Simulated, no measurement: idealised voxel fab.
Herein follows the process module entitled voxel self aligned vias.
cross-section cut | 290 nm wide | cells 5 nm
When this document writes out a cross-section, it uses a grid of square cells and lists it as bands, beginning at the top and moving down, with a band standing for one or more rows of cells.
Quick guide to a band line: top height, bottom height (nm) up front; then every material left to right with its width in nm. Only one material and it's marked "all across"? Then it fills the band edge to edge. And "empty" just means empty space.
Height datum 0, below which the as-received substrate wafer is one material. Lowest band open at the bottom, running downward: "top 0, no bottom".
The expression "30..40" gives the width at the extremes of the band, the first number at its top row of cells and the second at its bottom row, with the width changing by equal amounts from each row to the next in between.
For the purposes of this document, the phrase "remained unchanged" attached to a step denotes that no cell within the cross-section was modified by that step.
Voids not open to the top, 8 cells minimum: see "Closed void listing". Written width x height at distance; distance is from the left edge; nm.
Note: text after step settings on the step line = simulator remark on that step.
overlay nm, on a step with a mask: how far to the right of its planned place the mask lay; to the left if negative
**Process steps - plan**
1) op RECEIVE | material Si
2) op CONFORMAL_DEP | material SiO2 | thk nm 10
3) op CONFORMAL_DEP | material SiCN | thk nm 5
4) op DIRECTIONAL_DEP | material lowk | thk nm 30
5) op DIRECTIONAL_DEP | material aC | thk nm 10
6) op PATTERN | tone open | mask id LINES | material resist | width nm 30 | pitch nm 80 | thk nm 25 | overlay nm 0
7) op DIRECTIONAL_ETCH | etch materials aC | depth nm 10
8) op STRIP | etch materials resist
9) op DIRECTIONAL_ETCH | etch materials lowk | depth nm 30
10) op STRIP | etch materials aC
11) op CONFORMAL_DEP | material TiN | thk nm 5
12) op FILL_DEP | material Ru | thk nm 5
13) op CMP | height nm 45
14) op SELECTIVE_ETCH | etch materials W Ru TiN | depth nm 10
15) op FILL_DEP | material SiN | thk nm 5
16) op CMP | height nm 45
17) op DIRECTIONAL_DEP | material lowk | thk nm 15
18) op DIRECTIONAL_DEP | material aC | thk nm 15
19) op PATTERN | tone open | mask id VIAS | material resist | width nm 50 | pitch nm 80 | thk nm 35 | overlay nm 0
20) op DIRECTIONAL_ETCH | etch materials aC | depth nm 15
21) op STRIP | etch materials resist
22) op DIRECTIONAL_ETCH | etch materials lowk | depth nm 15
23) op DIRECTIONAL_ETCH | etch materials SiN | depth nm 10
24) op STRIP | etch materials aC
25) op CONFORMAL_DEP | material TiN | thk nm 5
26) op FILL_DEP | material Ru | thk nm 5
27) op CMP | height nm 60
28) op CONFORMAL_DEP | material SiCN | thk nm 5
**Step 1 complete: cross-section of the wafer as received**
top 0, no bottom | Si all across
Closed void listing: none
**End-of-module cross-section. Starting structure and process plan as above; one mistake made in running it**
top 65, bottom 60 | SiCN all across
top 60, bottom 50 | 80 nm lowk | 5 nm TiN | 40 nm Ru | 5 nm TiN | 30 nm lowk | 5 nm TiN | 40 nm Ru | 5 nm TiN | 80 nm lowk
top 50, bottom 40 | 80..90 nm lowk | 15..5 nm TiN | 20 nm Ru | 15..5 nm TiN | 30..50 nm lowk | 15..5 nm TiN | 20 nm Ru | 15..5 nm TiN | 80..90 nm lowk
top 40, bottom 35 | 90 nm lowk | 30 nm TiN | 50 nm lowk | 30 nm TiN | 90 nm lowk
top 35, bottom 20 | 90 nm lowk | 5 nm TiN | 20 nm Ru | 5 nm TiN | 50 nm lowk | 5 nm TiN | 20 nm Ru | 5 nm TiN | 90 nm lowk
top 20, bottom 15 | 90 nm lowk | 30 nm TiN | 50 nm lowk | 30 nm TiN | 90 nm lowk
top 15, bottom 10 | SiCN all across
top 10, bottom 0 | aC all across
top 0, no bottom | Si all across
Closed void listing: none
Short version of what went wrong: step 2 went in with a setting other than planned; the actual run was op CONFORMAL_DEP | material aC | thk nm 10
